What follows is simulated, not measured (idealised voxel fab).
The name of this process module is voxel transistor to metal.
Pictured: cross-section cut, 200 nm wide, on a grid of 5 nm square cells.
Cross-section, as written here: a square-cell grid given band by band from the top down, where a band holds one or more rows of cells. Within each band entry, the heights of the top and of the bottom of the band appear first, in that order and in nm; the materials of the band then follow from left to right, each with its corresponding width in nm. The designation "throughout" on a single material indicates that it fills the band from edge to edge; the designation "blank" indicates empty space. The level at which height equals 0 is the one under which the wafer, as it arrives, is entirely one material. No lower edge exists for the bottom band, which continues downward and is notated as in "0 down". Width: "30..40" (first number = top row, second number = bottom row, same change from row to row of cells). What does "all unchanged" mean for a step? It means no cell of the cross-section changed in that step. Reported under the label "Sealed void listing" are the empty spaces having no open way to the top and comprising 8 cells or more; the notation for each is width x height at distance, in which the distance is measured from the left edge and all three values are in nm. If you see something after the settings on a step's line, that's the simulator's own remark about that step. The "overlay nm" setting may appear on a step's line; for a step that uses a mask, it gives how far to the right of its planned position the mask lay, and a negative value indicates the left.
[Steps planned for the process]
1: RECEIVE | material Si
2: OXIDIZE | depth nm 5
3: CONFORMAL_DEP | material SiN | thk nm 10
4: MASKED_ETCH | tone cover | mask id ACTIVE | width nm 110 | etch materials SiN | depth nm 10 | overlay nm 0
5: MASKED_ETCH | tone cover | mask id ACTIVE | width nm 110 | etch materials SiO2 | depth nm 5 | overlay nm 0
6: MASKED_ETCH | tone cover | mask id ACTIVE | width nm 110 | etch materials Si | depth nm 35 | overlay nm 0
7: OXIDIZE | depth nm 5
8: FILL_DEP | material SiO2 | thk nm 5
9: CMP | height nm 10
10: SELECTIVE_ETCH | etch materials SiO2 | depth nm 10
11: STRIP | etch materials SiN
12: SELECTIVE_ETCH | etch materials SiO2 | depth nm 5
13: OXIDIZE | depth nm 5
14: DIRECTIONAL_DEP | material polySi | thk nm 25
15: DIRECTIONAL_DEP | material SiCN | thk nm 15
16: DIRECTIONAL_DEP | material aC | thk nm 15
17: PATTERN | tone cover | mask id GATE | material resist | width nm 20 | thk nm 30 | overlay nm 0
18: DIRECTIONAL_ETCH | etch materials aC | depth nm 15
19: STRIP | etch materials resist
20: DIRECTIONAL_ETCH | etch materials SiCN | depth nm 25
21: DIRECTIONAL_ETCH | etch materials polySi | depth nm 35
22: STRIP | etch materials aC
23: CONFORMAL_DEP | material SiO2 | thk nm 5
24: DIRECTIONAL_ETCH | etch materials SiO2 | depth nm 5
25: CONFORMAL_DEP | material SiN | thk nm 5
26: DIRECTIONAL_ETCH | etch materials SiN | depth nm 5
27: DIRECTIONAL_ETCH | etch materials SiO2 | depth nm 5
28: DIRECTIONAL_ETCH | etch materials Si | depth nm 10
29: EPI | material nSi | thk nm 10
30: FILL_DEP | material SiO2 | thk nm 10
31: CMP | height nm 35
32: DIRECTIONAL_DEP | material SiO2 | thk nm 15
33: DIRECTIONAL_DEP | material aC | thk nm 10
34: PATTERN | tone open | mask id CONTACT | material resist | width nm 20 | pitch nm 80 | thk nm 25 | overlay nm 0
35: DIRECTIONAL_ETCH | etch materials aC | depth nm 10
36: STRIP | etch materials resist
37: DIRECTIONAL_ETCH | etch materials SiO2 | depth nm 60
38: STRIP | etch materials aC
39: CONFORMAL_DEP | material TiN | thk nm 5
40: FILL_DEP | material W | thk nm 10
41: CMP | height nm 50
42: CONFORMAL_DEP | material SiN | thk nm 5
43: DIRECTIONAL_DEP | material lowk | thk nm 25
44: MASKED_ETCH | tone open | mask id METAL_1 | width nm 20 | pitch nm 80 | etch materials lowk | depth nm 25 | overlay nm 0
45: MASKED_ETCH | tone open | mask id METAL_1 | width nm 20 | pitch nm 80 | etch materials SiN | depth nm 5 | overlay nm 0
46: CONFORMAL_DEP | material TiN | thk nm 5
47: FILL_DEP | material W | thk nm 10
48: CMP | height nm 80
49: EPI | material Ru | thk nm 5
50: FILL_DEP | material SiCN | thk nm 5
[Run as planned: first of two wafers]
[Step 1 complete: cross-section of the wafer as received]
- 0 down: Si throughout
- Sealed void listing: none
[Sectional view: wafer, after step 2]
- 0 to -5: SiO2 throughout
- Everything under -5 stays put, no change at all.
[Sectional view: wafer, after step 3]
- 10 to 0: SiN throughout
- Everything under 0 stays put, no change at all.
[Sectional view: wafer, after step 4]
- 10 to 0: blank 45 / SiN 110 / blank 45
- Everything under 0 stays put, no change at all.
[Sectional view: wafer, after step 5]
- 10 to 0: blank 45 / SiN 110 / blank 45
- 0 to -5: blank 45 / SiO2 110 / blank 45
- Everything under -5 stays put, no change at all.
[Sectional view: wafer, after step 6]
- 10 to 0: blank 45 / SiN 110 / blank 45
- 0 to -5: blank 45 / SiO2 110 / blank 45
- -5 to -40: blank 45 / Si 110 / blank 45
- Everything under -40 stays put, no change at all.
[Sectional view: wafer, after step 7]
- 10 to 0: blank 45 / SiN 110 / blank 45
- 0 to -5: blank 45 / SiO2 110 / blank 45
- -5 to -40: blank 45 / SiO2 5 / Si 100 / SiO2 5 / blank 45
- -40 to -45: SiO2 50 / Si 100 / SiO2 50
- Everything under -45 stays put, no change at all.
[Sectional view: wafer, after step 8]
- 15 to 10: SiO2 throughout
- 10 to 0: SiO2 45 / SiN 110 / SiO2 45
- 0 to -5: SiO2 throughout
- -5 to -45: SiO2 50 / Si 100 / SiO2 50
- Everything under -45 stays put, no change at all.
[Sectional view: wafer, after step 9]
- 10 to 0: SiO2 45 / SiN 110 / SiO2 45
- Everything under 0 stays put, no change at all.
[Sectional view: wafer, after step 10]
- 10 to 0: blank 45 / SiN 110 / blank 45
- Everything under 0 stays put, no change at all.
[Sectional view: wafer, after step 11]
- 0 to -5: SiO2 throughout
- Everything under -5 stays put, no change at all.
[Sectional view: wafer, after step 12]
- -5 to -45: SiO2 50 / Si 100 / SiO2 50
- Everything under -45 stays put, no change at all.
[Sectional view: wafer, after step 13]
- -5 to -10: SiO2 throughout
- Everything under -10 stays put, no change at all.
[Sectional view: wafer, after step 14]
- 20 to -5: polySi throughout
- Everything under -5 stays put, no change at all.
[Sectional view: wafer, after step 15]
- 35 to 20: SiCN throughout
- Everything under 20 stays put, no change at all.
[Sectional view: wafer, after step 16]
- 50 to 35: aC throughout
- Everything under 35 stays put, no change at all.
[Sectional view: wafer, after step 17]
- 80 to 50: blank 90 / resist 20 / blank 90
- Everything under 50 stays put, no change at all.
[Sectional view: wafer, after step 18]
- 65 to 50: blank 90 / resist 20 / blank 90
- 50 to 35: blank 90 / aC 20 / blank 90
- Everything under 35 stays put, no change at all.
[Sectional view: wafer, after step 19]
- 50 to 35: blank 90 / aC 20 / blank 90
- Everything under 35 stays put, no change at all.
[Sectional view: wafer, after step 20]
- 50 to 35: blank 90 / aC 20 / blank 90
- 35 to 20: blank 90 / SiCN 20 / blank 90
- Everything under 20 stays put, no change at all.
[Sectional view: wafer, after step 21]
- 50 to 35: blank 90 / aC 20 / blank 90
- 35 to 20: blank 90 / SiCN 20 / blank 90
- 20 to -5: blank 90 / polySi 20 / blank 90
- Everything under -5 stays put, no change at all.
[Sectional view: wafer, after step 22]
- 35 to 20: blank 90 / SiCN 20 / blank 90
- Everything under 20 stays put, no change at all.
[Sectional view: wafer, after step 23]
- 40 to 35: blank 85 / SiO2 30 / blank 85
- 35 to 20: blank 85 / SiO2 5 / SiCN 20 / SiO2 5 / blank 85
- 20 to 0: blank 85 / SiO2 5 / polySi 20 / SiO2 5 / blank 85
- 0 to -5: SiO2 90 / polySi 20 / SiO2 90
- Everything under -5 stays put, no change at all.
[Sectional view: wafer, after step 24]
- 35 to 20: blank 85 / SiO2 5 / SiCN 20 / SiO2 5 / blank 85
- 20 to -5: blank 85 / SiO2 5 / polySi 20 / SiO2 5 / blank 85
- Everything under -5 stays put, no change at all.
[Sectional view: wafer, after step 25]
- 40 to 35: blank 80 / SiN 40 / blank 80
- 35 to 20: blank 80 / SiN 5 / SiO2 5 / SiCN 20 / SiO2 5 / SiN 5 / blank 80
- 20 to 0: blank 80 / SiN 5 / SiO2 5 / polySi 20 / SiO2 5 / SiN 5 / blank 80
- 0 to -5: SiN 85 / SiO2 5 / polySi 20 / SiO2 5 / SiN 85
- Everything under -5 stays put, no change at all.
[Sectional view: wafer, after step 26]
- 35 to 20: blank 80 / SiN 5 / SiO2 5 / SiCN 20 / SiO2 5 / SiN 5 / blank 80
- 20 to -5: blank 80 / SiN 5 / SiO2 5 / polySi 20 / SiO2 5 / SiN 5 / blank 80
- Everything under -5 stays put, no change at all.
[Sectional view: wafer, after step 27]
- 35 to 30: blank 80 / SiN 5 / blank 5 / SiCN 20 / blank 5 / SiN 5 / blank 80
- 30 to 20: blank 80 / SiN 5 / SiO2 5 / SiCN 20 / SiO2 5 / SiN 5 / blank 80
- 20 to -5: blank 80 / SiN 5 / SiO2 5 / polySi 20 / SiO2 5 / SiN 5 / blank 80
- -5 to -10: blank 80 / SiO2 40 / blank 80
- Everything under -10 stays put, no change at all.
[Sectional view: wafer, after step 28]
- 35 to 30: blank 80 / SiN 5 / blank 5 / SiCN 20 / blank 5 / SiN 5 / blank 80
- 30 to 20: blank 80 / SiN 5 / SiO2 5 / SiCN 20 / SiO2 5 / SiN 5 / blank 80
- 20 to -5: blank 80 / SiN 5 / SiO2 5 / polySi 20 / SiO2 5 / SiN 5 / blank 80
- -5 to -10: blank 80 / SiO2 40 / blank 80
- -10 to -20: SiO2 50 / blank 30 / Si 40 / blank 30 / SiO2 50
- Everything under -20 stays put, no change at all.
[Sectional view: wafer, after step 29]
- 35 to 30: blank 80 / SiN 5 / blank 5 / SiCN 20 / blank 5 / SiN 5 / blank 80
- 30 to 20: blank 80 / SiN 5 / SiO2 5 / SiCN 20 / SiO2 5 / SiN 5 / blank 80
- 20 to 0: blank 80 / SiN 5 / SiO2 5 / polySi 20 / SiO2 5 / SiN 5 / blank 80
- 0 to -5: blank 70 / nSi 10 / SiN 5 / SiO2 5 / polySi 20 / SiO2 5 / SiN 5 / nSi 10 / blank 70
- -5 to -10: blank 70 / nSi 10 / SiO2 40 / nSi 10 / blank 70
- -10 to -20: SiO2 50 / nSi 30 / Si 40 / nSi 30 / SiO2 50
- Everything under -20 stays put, no change at all.
[Sectional view: wafer, after step 30]
- 45 to 35: SiO2 throughout
- 35 to 20: SiO2 80 / SiN 5 / SiO2 5 / SiCN 20 / SiO2 5 / SiN 5 / SiO2 80
- 20 to 0: SiO2 80 / SiN 5 / SiO2 5 / polySi 20 / SiO2 5 / SiN 5 / SiO2 80
- 0 to -5: SiO2 70 / nSi 10 / SiN 5 / SiO2 5 / polySi 20 / SiO2 5 / SiN 5 / nSi 10 / SiO2 70
- -5 to -10: SiO2 70 / nSi 10 / SiO2 40 / nSi 10 / SiO2 70
- Everything under -10 stays put, no change at all.
[Sectional view: wafer, after step 31]
- 35 to 20: SiO2 80 / SiN 5 / SiO2 5 / SiCN 20 / SiO2 5 / SiN 5 / SiO2 80
- Everything under 20 stays put, no change at all.
[Sectional view: wafer, after step 32]
- 50 to 35: SiO2 throughout
- Everything under 35 stays put, no change at all.
[Sectional view: wafer, after step 33]
- 60 to 50: aC throughout
- Everything under 50 stays put, no change at all.
[Sectional view: wafer, after step 34]
- 85 to 60: resist 50 / blank 20 / resist 60 / blank 20 / resist 50
- Everything under 60 stays put, no change at all.
[Sectional view: wafer, after step 35]
- 75 to 60: resist 50 / blank 20 / resist 60 / blank 20 / resist 50
- 60 to 50: aC 50 / blank 20 / aC 60 / blank 20 / aC 50
- Everything under 50 stays put, no change at all.
[Sectional view: wafer, after step 36]
- 60 to 50: aC 50 / blank 20 / aC 60 / blank 20 / aC 50
- Everything under 50 stays put, no change at all.
[Sectional view: wafer, after step 37]
- 60 to 50: aC 50 / blank 20 / aC 60 / blank 20 / aC 50
- 50 to 35: SiO2 50 / blank 20 / SiO2 60 / blank 20 / SiO2 50
- 35 to 20: SiO2 50 / blank 20 / SiO2 10 / SiN 5 / SiO2 5 / SiCN 20 / SiO2 5 / SiN 5 / SiO2 10 / blank 20 / SiO2 50
- 20 to 0: SiO2 50 / blank 20 / SiO2 10 / SiN 5 / SiO2 5 / polySi 20 / SiO2 5 / SiN 5 / SiO2 10 / blank 20 / SiO2 50
- 0 to -5: SiO2 50 / blank 20 / nSi 10 / SiN 5 / SiO2 5 / polySi 20 / SiO2 5 / SiN 5 / nSi 10 / blank 20 / SiO2 50
- -5 to -10: SiO2 50 / blank 20 / nSi 10 / SiO2 40 / nSi 10 / blank 20 / SiO2 50
- Everything under -10 stays put, no change at all.
[Sectional view: wafer, after step 38]
- 50 to 35: SiO2 50 / blank 20 / SiO2 60 / blank 20 / SiO2 50
- Everything under 35 stays put, no change at all.
[Sectional view: wafer, after step 39]
- 55 to 50: TiN 55 / blank 10 / TiN 70 / blank 10 / TiN 55
- 50 to 35: SiO2 50 / TiN 5 / blank 10 / TiN 5 / SiO2 60 / TiN 5 / blank 10 / TiN 5 / SiO2 50
- 35 to 20: SiO2 50 / TiN 5 / blank 10 / TiN 5 / SiO2 10 / SiN 5 / SiO2 5 / SiCN 20 / SiO2 5 / SiN 5 / SiO2 10 / TiN 5 / blank 10 / TiN 5 / SiO2 50
- 20 to 0: SiO2 50 / TiN 5 / blank 10 / TiN 5 / SiO2 10 / SiN 5 / SiO2 5 / polySi 20 / SiO2 5 / SiN 5 / SiO2 10 / TiN 5 / blank 10 / TiN 5 / SiO2 50
- 0 to -5: SiO2 50 / TiN 5 / blank 10 / TiN 5 / nSi 10 / SiN 5 / SiO2 5 / polySi 20 / SiO2 5 / SiN 5 / nSi 10 / TiN 5 / blank 10 / TiN 5 / SiO2 50
- -5 to -10: SiO2 50 / TiN 20 / nSi 10 / SiO2 40 / nSi 10 / TiN 20 / SiO2 50
- Everything under -10 stays put, no change at all.
[Sectional view: wafer, after step 40]
- 65 to 55: W throughout
- 55 to 50: TiN 55 / W 10 / TiN 70 / W 10 / TiN 55
- 50 to 35: SiO2 50 / TiN 5 / W 10 / TiN 5 / SiO2 60 / TiN 5 / W 10 / TiN 5 / SiO2 50
- 35 to 20: SiO2 50 / TiN 5 / W 10 / TiN 5 / SiO2 10 / SiN 5 / SiO2 5 / SiCN 20 / SiO2 5 / SiN 5 / SiO2 10 / TiN 5 / W 10 / TiN 5 / SiO2 50
- 20 to 0: SiO2 50 / TiN 5 / W 10 / TiN 5 / SiO2 10 / SiN 5 / SiO2 5 / polySi 20 / SiO2 5 / SiN 5 / SiO2 10 / TiN 5 / W 10 / TiN 5 / SiO2 50
- 0 to -5: SiO2 50 / TiN 5 / W 10 / TiN 5 / nSi 10 / SiN 5 / SiO2 5 / polySi 20 / SiO2 5 / SiN 5 / nSi 10 / TiN 5 / W 10 / TiN 5 / SiO2 50
- Everything under -5 stays put, no change at all.
[Sectional view: wafer, after step 41]
- 50 to 35: SiO2 50 / TiN 5 / W 10 / TiN 5 / SiO2 60 / TiN 5 / W 10 / TiN 5 / SiO2 50
- Everything under 35 stays put, no change at all.
[Sectional view: wafer, after step 42]
- 55 to 50: SiN throughout
- Everything under 50 stays put, no change at all.
[Sectional view: wafer, after step 43]
- 80 to 55: lowk throughout
- Everything under 55 stays put, no change at all.
[Sectional view: wafer, after step 44]
- 80 to 55: lowk 50 / blank 20 / lowk 60 / blank 20 / lowk 50
- Everything under 55 stays put, no change at all.
[Sectional view: wafer, after step 45]
- 80 to 55: lowk 50 / blank 20 / lowk 60 / blank 20 / lowk 50
- 55 to 50: SiN 50 / blank 20 / SiN 60 / blank 20 / SiN 50
- Everything under 50 stays put, no change at all.
[Sectional view: wafer, after step 46]
- 85 to 80: TiN 55 / blank 10 / TiN 70 / blank 10 / TiN 55
- 80 to 55: lowk 50 / TiN 5 / blank 10 / TiN 5 / lowk 60 / TiN 5 / blank 10 / TiN 5 / lowk 50
- 55 to 50: SiN 50 / TiN 20 / SiN 60 / TiN 20 / SiN 50
- Everything under 50 stays put, no change at all.
[Sectional view: wafer, after step 47]
- 95 to 85: W throughout
- 85 to 80: TiN 55 / W 10 / TiN 70 / W 10 / TiN 55
- 80 to 55: lowk 50 / TiN 5 / W 10 / TiN 5 / lowk 60 / TiN 5 / W 10 / TiN 5 / lowk 50
- Everything under 55 stays put, no change at all.
[Sectional view: wafer, after step 48]
- 80 to 55: lowk 50 / TiN 5 / W 10 / TiN 5 / lowk 60 / TiN 5 / W 10 / TiN 5 / lowk 50
- Everything under 55 stays put, no change at all.
[Sectional view: wafer, after step 49]
- 85 to 80: blank 45 / Ru 30 / blank 50 / Ru 30 / blank 45
- Everything under 80 stays put, no change at all.
[Sectional view: wafer, after step 50]
- 90 to 85: SiCN throughout
- 85 to 80: SiCN 45 / Ru 30 / SiCN 50 / Ru 30 / SiCN 45
- Everything under 80 stays put, no change at all.
[second wafer: like start, like plan, one mistake. Through step 43 it matches the first wafer]
[What the second wafer looks like in cross-section when step 44 should have wrapped up]
- 80 to 55: blank 50 / lowk 20 / blank 60 / lowk 20 / blank 50
- Everything under 55 stays put, no change at all.
What the second wafer looks like in cross-section when step 45 should have wrapped up: all unchanged
[What the second wafer looks like in cross-section when step 46 should have wrapped up]
- 85 to 80: blank 45 / TiN 30 / blank 50 / TiN 30 / blank 45
- 80 to 60: blank 45 / TiN 5 / lowk 20 / TiN 5 / blank 50 / TiN 5 / lowk 20 / TiN 5 / blank 45
- 60 to 55: TiN 50 / lowk 20 / TiN 60 / lowk 20 / TiN 50
- Everything under 55 stays put, no change at all.
[What the second wafer looks like in cross-section when step 47 should have wrapped up]
- 95 to 85: W throughout
- 85 to 80: W 45 / TiN 30 / W 50 / TiN 30 / W 45
- 80 to 60: W 45 / TiN 5 / lowk 20 / TiN 5 / W 50 / TiN 5 / lowk 20 / TiN 5 / W 45
- Everything under 60 stays put, no change at all.
[What the second wafer looks like in cross-section when step 48 should have wrapped up]
- 80 to 60: W 45 / TiN 5 / lowk 20 / TiN 5 / W 50 / TiN 5 / lowk 20 / TiN 5 / W 45
- Everything under 60 stays put, no change at all.
[What the second wafer looks like in cross-section when step 49 should have wrapped up]
- 85 to 80: Ru 55 / blank 10 / Ru 70 / blank 10 / Ru 55
- Everything under 80 stays put, no change at all.
[What the second wafer looks like in cross-section when step 50 should have wrapped up]
- 90 to 85: SiCN throughout
- 85 to 80: Ru 55 / SiCN 10 / Ru 70 / SiCN 10 / Ru 55
- Everything under 80 stays put, no change at all.
Deviation from plan: step 44 ran as: MASKED_ETCH | tone cover | mask id METAL_1 | width nm 20 | pitch nm 80 | etch materials lowk | depth nm 25 | overlay nm 0
Final difference in cells, second wafer against first, listed per material as more or fewer: Ru +24, SiCN -24, SiN +8, TiN +20, W +92, lowk -120
